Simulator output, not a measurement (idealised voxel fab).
Name of the process module below: voxel capacitor over wiring
The cross-section on display is named cut; it measures 195 nm wide, and its cells are 5 nm squares.
If you're reading a cross-section in this doc, picture square cells in a grid; it comes to you as bands, top ones listed first down to the bottom, and a band can be one or more rows of cells. Within each band entry, the heights of the top and of the bottom of the band appear first, in that order and in nm; the materials of the band then follow from left to right, each with its corresponding width in nm. The designation "full width" on a single material indicates that it fills the band from edge to edge; the designation "air" indicates empty space. Below 0: as-received wafer, all one material; heights counted from there. Lowest band: no bottom, goes on down, written "from 0 down". It should be noted that a width expressed as "30->40" varies in equal increments from row to row of cells within the band, taking the value of the first number at the top row and that of the second number at the bottom row. "left unchanged" after a step means that no cell of the cross-section changed. "Tabulated closed voids" contains a list of empty spaces, each no smaller than 8 cells and without an open way to the top, written in the form width x height at distance with the distance from the left edge and all three in nm. Heads up: the bit after the settings on a step's line is the simulator's remark on that step. "overlay nm" on a masked step: distance the mask lay right of its planned place, negative for left.

These are the steps we planned for the process:
step 1: RECEIVE [material Si]
step 2: CONFORMAL_DEP [material SiO2] [thk nm 10]
step 3: CONFORMAL_DEP [material SiCN] [thk nm 5]
step 4: DIRECTIONAL_DEP [material SiO2] [thk nm 20]
step 5: PATTERN [tone open] [mask id METAL_1] [material resist] [width nm 30] [pitch nm 100] [thk nm 15] [overlay nm 0]
step 6: DIRECTIONAL_ETCH [etch materials SiO2] [depth nm 20]
step 7: DIRECTIONAL_ETCH [etch materials SiCN] [depth nm 5]
step 8: STRIP [etch materials resist]
step 9: CONFORMAL_DEP [material TiN] [thk nm 5]
step 10: FILL_DEP [material W] [thk nm 5]
step 11: CMP [height nm 35]
step 12: EPI [material Ru] [thk nm 5]
step 13: FILL_DEP [material SiCN] [thk nm 5]
step 14: DIRECTIONAL_DEP [material lowk] [thk nm 15]
step 15: PATTERN [tone open] [mask id PLUG_1] [material resist] [width nm 15] [thk nm 15] [overlay nm 0]
step 16: DIRECTIONAL_ETCH [etch materials lowk] [depth nm 15]
step 17: DIRECTIONAL_ETCH [etch materials SiCN] [depth nm 5]
step 18: STRIP [etch materials resist]
step 19: EPI [material Ru] [thk nm 10]
step 20: EPI [material Ru] [thk nm 10]
step 21: DIRECTIONAL_DEP [material TiN] [thk nm 5]
step 22: DIRECTIONAL_DEP [material Al2O3] [thk nm 5]
step 23: DIRECTIONAL_DEP [material TiN] [thk nm 10]
step 24: PATTERN [tone cover] [mask id UPPER_PLATE] [material resist] [width nm 75] [thk nm 20] [overlay nm 0]
step 25: DIRECTIONAL_ETCH [etch materials TiN] [depth nm 10]
step 26: DIRECTIONAL_ETCH [etch materials Al2O3] [depth nm 5]
step 27: STRIP [etch materials resist]
step 28: PATTERN [tone cover] [mask id LOWER_PLATE] [material resist] [width nm 75] [thk nm 15] [overlay nm 0]
step 29: DIRECTIONAL_ETCH [etch materials TiN] [depth nm 5]
step 30: STRIP [etch materials resist]
step 31: FILL_DEP [material SiO2] [thk nm 20]
step 32: CMP [height nm 95]
step 33: DIRECTIONAL_DEP [material aC] [thk nm 15]
step 34: PATTERN [tone open] [mask id PLUG_2] [material resist] [width nm 15] [thk nm 30] [overlay nm 0]
step 35: DIRECTIONAL_ETCH [etch materials aC] [depth nm 15]
step 36: STRIP [etch materials resist]
step 37: DIRECTIONAL_ETCH [etch materials SiO2] [depth nm 15]
step 38: STRIP [etch materials aC]
step 39: CONFORMAL_DEP [material TiN] [thk nm 5]
step 40: FILL_DEP [material Cu] [thk nm 10]
step 41: CMP [height nm 95]
step 42: CONFORMAL_DEP [material SiCN] [thk nm 5]
The wafers in this document start out alike and differ in the width nm applied at step 28; the plan shows the value used for the first wafer.

As-received state after step 1, first of several wafers, cross-section:
	from 0 down: Si full width
	Tabulated closed voids: none

So in this table every wafer gets its own row, and what you see is where it stands at the end of the module: for each material, how many cells it picked up (+) or gave up (-) since we received it, and after that its closed voids:
width nm 75 | +15 Al2O3 | +2 Cu | +28 Ru | +125 SiCN | +390 SiO2 | +80 TiN | +32 W | +108 lowk | Tabulated closed voids: none
width nm 80 | +15 Al2O3 | +2 Cu | +28 Ru | +125 SiCN | +389 SiO2 | +81 TiN | +32 W | +108 lowk | Tabulated closed voids: none
width nm 85 | +15 Al2O3 | +2 Cu | +28 Ru | +125 SiCN | +388 SiO2 | +82 TiN | +32 W | +108 lowk | Tabulated closed voids: none
width nm 90 | +15 Al2O3 | +2 Cu | +28 Ru | +125 SiCN | +387 SiO2 | +83 TiN | +32 W | +108 lowk | Tabulated closed voids: none
width nm 95 | +15 Al2O3 | +2 Cu | +28 Ru | +125 SiCN | +386 SiO2 | +84 TiN | +32 W | +108 lowk | Tabulated closed voids: none
width nm 100 | +15 Al2O3 | +2 Cu | +28 Ru | +125 SiCN | +385 SiO2 | +85 TiN | +32 W | +108 lowk | Tabulated closed voids: none
